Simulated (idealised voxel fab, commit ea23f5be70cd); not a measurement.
This section sets out a process module, namely voxel capacitor over wiring.
Each square cell in cross-section cut measures 5 nm, and the section as a whole is 270 nm wide.
A cross-section is written here as square cells arranged in a grid, and it is given in bands from the top down, each band taking up one or more rows of cells.
What a band's entry tells you: where the top is and where the bottom is, as heights in nm, and after that what lies inside, material by material from left to right, each with its width in nm. Empty space is written as the word "air", and a single material marked with the word "throughout" occupies the band from edge to edge.
Height datum 0, below which the as-received substrate wafer is one material. Lowest band open at the bottom, running downward: "0 nm and below".
Quick explanation for "30 to 40": the width changes in equal steps down the rows of cells, from the first number in the band's top row to the second number in its bottom row.
"no alterations made" means the step left every cell of the cross-section as it was.
Look at "Enclosed cavities" for the closed voids: empty spaces with no open path to the top, sized 8 cells or up. Each is width x height at distance, distance from the left edge, all nm.
That trailing text on a step's line, after the settings, is the simulator's own remark on the step.
Among the settings permitted on a step's line is "overlay nm"; applied to a step with a mask, it specifies the extent to which the mask lay to the right of its planned position, whereas a negative figure signifies a position to the left.

The process steps that were planned are listed below
1 op RECEIVE | material Si
2 op CONFORMAL_DEP | material SiO2 | thk nm 15
3 op DIRECTIONAL_DEP | material TiN | thk nm 5
4 op DIRECTIONAL_DEP | material Ru | thk nm 25
5 op DIRECTIONAL_DEP | material aC | thk nm 15
6 op PATTERN | tone cover | mask id METAL_1 | material resist | width nm 20 | pitch nm 85 | thk nm 35 | overlay nm 0
7 op DIRECTIONAL_ETCH | etch materials aC | depth nm 15
8 op STRIP | etch materials resist
9 op DIRECTIONAL_ETCH | etch materials Ru | depth nm 25
10 op DIRECTIONAL_ETCH | etch materials TiN | depth nm 5
11 op STRIP | etch materials aC
12 op CONFORMAL_DEP | material SiCN | thk nm 5
13 op FILL_DEP | material lowk | thk nm 5
14 op CMP | height nm 45
15 op CONFORMAL_DEP | material SiCN | thk nm 5
16 op DIRECTIONAL_DEP | material SiO2 | thk nm 15
17 op DIRECTIONAL_DEP | material aC | thk nm 10
18 op PATTERN | tone open | mask id PLUG_1 | material resist | width nm 15 | thk nm 25 | overlay nm 0
19 op DIRECTIONAL_ETCH | etch materials aC | depth nm 10
20 op STRIP | etch materials resist
21 op DIRECTIONAL_ETCH | etch materials SiO2 | depth nm 15
22 op DIRECTIONAL_ETCH | etch materials SiCN | depth nm 5
23 op STRIP | etch materials aC
24 op CONFORMAL_DEP | material TiN | thk nm 5
25 op FILL_DEP | material Ru | thk nm 10
26 op CMP | height nm 65
27 op DIRECTIONAL_DEP | material TiN | thk nm 5
28 op DIRECTIONAL_DEP | material SiN | thk nm 5
29 op DIRECTIONAL_DEP | material TiN | thk nm 5
30 op MASKED_ETCH | tone cover | mask id UPPER_PLATE | width nm 70 | etch materials TiN | depth nm 5 | overlay nm 0
31 op MASKED_ETCH | tone cover | mask id UPPER_PLATE | width nm 70 | etch materials SiN | depth nm 5 | overlay nm 0
32 op PATTERN | tone cover | mask id LOWER_PLATE | material resist | width nm 80 | thk nm 15 | overlay nm 0
33 op DIRECTIONAL_ETCH | etch materials TiN | depth nm 5
34 op STRIP | etch materials resist
35 op FILL_DEP | material SiO2 | thk nm 20
36 op CMP | height nm 95
37 op MASKED_ETCH | tone open | mask id PLUG_2 | width nm 15 | etch materials SiO2 | depth nm 15 | overlay nm 0
38 op CONFORMAL_DEP | material TiN | thk nm 5
39 op FILL_DEP | material Ru | thk nm 5
40 op CMP | height nm 95
41 op CONFORMAL_DEP | material SiN | thk nm 5

Incoming wafer, cross-sectional view, post step 1
0 nm and below: Si throughout
Enclosed cavities: none

Here's the wafer cut in cross-section after the module, started and planned just like above, except one thing was done wrong in the run
100 nm to 95 nm: SiN throughout
95 nm to 85 nm: SiO2: 95, then TiN: 5, then Ru: 5, then TiN: 5, then SiO2: 160
85 nm to 75 nm: SiO2: 95 to 85, then TiN: 15 to 70, then SiO2: 160 to 115
75 nm to 70 nm: SiO2: 85, then SiN: 70, then SiO2: 115
70 nm to 65 nm: SiO2: 80, then TiN: 80, then SiO2: 110
65 nm to 50 nm: SiO2: 85, then TiN: 5, then Ru: 5, then TiN: 5, then SiO2: 170
50 nm to 45 nm: SiCN: 85, then TiN: 15, then SiCN: 170
45 nm to 35 nm: lowk: 75, then SiCN: 5, then Ru: 20, then SiCN: 5, then lowk: 55, then SiCN: 5, then Ru: 20, then SiCN: 5, then lowk: 80
35 nm to 30 nm: SiCN: 80, then TiN: 20, then SiCN: 65, then TiN: 20, then SiCN: 85
30 nm to 0 nm: SiO2 throughout
0 nm and below: Si throughout
Enclosed cavities: none
In executing the process, a mistake was made relative to the plan: step 2 from the plan got run twice
